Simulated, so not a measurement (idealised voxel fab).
Process module under the name voxel ribs on slabs
Square cell edge 5 nm, section width 190 nm, ID cut.
Bands, listed from the top down, are how a cross-section gets written in this document; the cross-section itself is a grid of square cells, and a band is one or more rows of them. Heads up on the band format: heights come first, top then bottom, in nm. After that it's the materials left to right, each with its width in nm. A single material flagged "all across" fills the whole band edge to edge, and "blank" means there's empty space there. Heights are reckoned from 0. Under this level, the received wafer is all of one material. The bottommost band is open-ended downward, for example "0 -> down". When a width is written as two numbers, as in "30->40", the first number is the width in the top row of cells of the band and the second is the width in its bottom row, and the width changes by the same amount from each row to the next. "nothing changed" means the step left every cell of the cross-section as it was. You'll see "Non-vented voids" listing empty spaces that have no way open to the top, as long as they're 8 cells or more; the notation is width x height at distance, where the distance is from the left edge, and all of it is in nm. Post-settings text on a step line: simulator's own remark regarding the step. "overlay nm" answers the question of how far to the right of plan the mask lay on a step that has a mask, and when it is negative the answer is to the left.
# This section lists the process steps that were planned
| 1 | RECEIVE: material Si |
| 2 | DIRECTIONAL_DEP: material SiO2, thk nm 30 |
| 3 | DIRECTIONAL_DEP: material SiN, thk nm 25 |
| 4 | MASKED_ETCH: tone cover, mask id RIB, width nm 20, etch materials SiN, depth nm 15, overlay nm 0 |
| 5 | MASKED_ETCH: tone cover, mask id SLAB, width nm 50, etch materials SiN, depth nm 10, overlay nm 0 |
| 6 | FILL_DEP: material SiO2, thk nm 15 |
| 7 | CMP: height nm 65 |
| 8 | DIRECTIONAL_DEP: material TiN, thk nm 10 |
| 9 | PATTERN: tone cover, mask id HEATER, material resist, width nm 30, thk nm 20, overlay nm 0 |
| 10 | DIRECTIONAL_ETCH: etch materials TiN, depth nm 10 |
| 11 | STRIP: etch materials resist |
| 12 | CONFORMAL_DEP: material SiN, thk nm 10 |
# as received, after step 1
0 -> down  Si all across
Non-vented voids: none
# Final cross-section, module run with one mistake (start and plan as above)
85 -> 75  blank 70 nm, then SiN 50 nm, then blank 70 nm
75 -> 65  SiN 80 nm, then TiN 30 nm, then SiN 80 nm
65 -> 55  SiO2 all across
55 -> 40  SiO2 85 nm, then SiN 20 nm, then SiO2 85 nm
40 -> 35  SiO2 70 nm, then SiN 50 nm, then SiO2 70 nm
35 -> 30  SiN all across
30 -> 0  SiO2 all across
0 -> down  Si all across
Non-vented voids: none
So what did we get wrong on this run? step 5 did not use the planned setting and instead ran as MASKED_ETCH: tone cover, mask id SLAB, width nm 50, etch materials SiN, depth nm 5, overlay nm 0
